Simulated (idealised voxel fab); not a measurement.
process module | voxel self aligned vias
cross-section cut | 190 nm wide | cells 5 nm
A cross-section is a grid of square cells, given in bands from the top down. A band is one or more rows of cells.
Each band's line starts with the height of the band's top and of its bottom, in nm. Then come its materials from left to right, each with its width in nm. One material with "throughout" fills the band from edge to edge. "air" is empty space.
Height 0 is the level under which the wafer as received is all one material. The lowest band goes on downwards, as in "0 down".
A width such as "30 to 40" changes by the same amount from each row of cells to the next, from the band's top row to its bottom row.
"no change" after a step means that no cell of the cross-section changed.
closed voids: empty space of 8 cells or more with no open way to the top, each as width x height at its distance from the left edge, in nm
after a step's settings: what the simulator itself notes on the step
overlay nm, on a step with a mask: how far to the right of its planned place the mask lay; to the left if negative
plan
1 op RECEIVE | material Si
2 op CONFORMAL_DEP | material SiO2 | thk nm 10
3 op CONFORMAL_DEP | material SiCN | thk nm 5
4 op DIRECTIONAL_DEP | material SiO2 | thk nm 25
5 op PATTERN | tone open | mask id LINES | material resist | width nm 25 | pitch nm 70 | thk nm 15 | overlay nm 0
6 op DIRECTIONAL_ETCH | etch materials SiO2 | depth nm 25
7 op STRIP | etch materials resist
8 op CONFORMAL_DEP | material TiN | thk nm 5
9 op FILL_DEP | material W | thk nm 10
10 op CMP | height nm 40
11 op SELECTIVE_ETCH | etch materials W Ru TiN | depth nm 5
12 op FILL_DEP | material SiN | thk nm 5
13 op CMP | height nm 40
14 op DIRECTIONAL_DEP | material SiO2 | thk nm 20
15 op MASKED_ETCH | tone open | mask id VIAS | width nm 45 | etch materials SiO2 | depth nm 20 | overlay nm 0
16 op MASKED_ETCH | tone open | mask id VIAS | width nm 45 | etch materials SiN | depth nm 5 | overlay nm 0
17 op CONFORMAL_DEP | material TiN | thk nm 5
18 op FILL_DEP | material Ru | thk nm 5
19 op CMP | height nm 60
20 op CONFORMAL_DEP | material SiCN | thk nm 5
as received, after step 1
  0 down: Si throughout
  closed voids: none
a wafer at the end: this start, this plan, one mistake
  65 to 60: SiCN throughout
  60 to 40: SiO2 35 | TiN 5 | Ru 35 | TiN 5 | SiO2 110
  40 to 35: SiO2 35 | TiN 45 | SiO2 35 | SiN 25 | SiO2 50
  35 to 20: SiO2 35 | TiN 15 | W 15 | TiN 15 | SiO2 35 | TiN 5 | W 15 | TiN 5 | SiO2 50
  20 to 15: SiO2 45 | TiN 25 | SiO2 45 | TiN 25 | SiO2 50
  15 to 10: SiCN throughout
  10 to 0: SiO2 throughout
  0 down: Si throughout
  closed voids: none
what went wrong: step 15 was run twice
